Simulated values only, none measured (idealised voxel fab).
process module | voxel spacer lines
cross-section cut | 215 nm wide | cells 5 nm
A cross-section is a grid of square cells, given in bands from the top down. A band is one or more rows of cells.
Each band's line starts with the height of the band's top and of its bottom, in nm. Then come its materials from left to right, each with its width in nm. One material with "throughout" fills the band from edge to edge. "air" is empty space.
Height 0 is the level under which the wafer as received is all one material. The lowest band goes on downwards, as in "0 down".
A width such as "30 to 40" changes by the same amount from each row of cells to the next, from the band's top row to its bottom row.
"no change" after a step means that no cell of the cross-section changed.
closed voids: empty space of 8 cells or more with no open way to the top, each as width x height at its distance from the left edge, in nm
after a step's settings: what the simulator itself notes on the step
overlay nm, on a step with a mask: how far to the right of its planned place the mask lay; to the left if negative
plan
1 op RECEIVE | material Si
2 op CONFORMAL_DEP | material Al2O3 | thk nm 10
3 op DIRECTIONAL_DEP | material SiN | thk nm 15
4 op DIRECTIONAL_DEP | material polySi | thk nm 30
5 op PATTERN | tone cover | mask id MANDREL | material resist | width nm 20 | pitch nm 60 | thk nm 35 | overlay nm -15
6 op DIRECTIONAL_ETCH | etch materials polySi | depth nm 30
7 op STRIP | etch materials resist
8 op CONFORMAL_DEP | material SiO2 | thk nm 10
9 op DIRECTIONAL_ETCH | etch materials SiO2 | depth nm 10
10 op STRIP | etch materials polySi
11 op DIRECTIONAL_ETCH | etch materials SiN | depth nm 15
12 op STRIP | etch materials SiO2
varied across the wafers: overlay nm of step 5. The plan shows the first wafer's value. All wafers start alike
first wafer as received, after step 1
  0 down: Si throughout
  closed voids: none
first wafer at the end, after step 12
  25 to 10: air 40 | SiN 10 | air 20 | SiN 10 | air 20 | SiN 10 | air 20 | SiN 10 | air 75
  10 to 0: Al2O3 throughout
  0 down: Si throughout
  closed voids: none
last wafer at the end
  25 to 10: air 70 | SiN 10 | air 20 | SiN 10 | air 20 | SiN 10 | air 20 | SiN 10 | air 45
  10 to 0: Al2O3 throughout
  0 down: Si throughout
  closed voids: none
each wafer at the end: cells of each material gained (+) or lost (-) since it was received, then its closed voids
overlay nm -15 | +86 Al2O3 | +24 SiN | closed voids: none
overlay nm -10 | +86 Al2O3 | +24 SiN | closed voids: none
overlay nm -5 | +86 Al2O3 | +24 SiN | closed voids: none
overlay nm 0 | +86 Al2O3 | +24 SiN | closed voids: none
overlay nm 5 | +86 Al2O3 | +24 SiN | closed voids: none
overlay nm 10 | +86 Al2O3 | +24 SiN | closed voids: none
overlay nm 15 | +86 Al2O3 | +24 SiN | closed voids: none
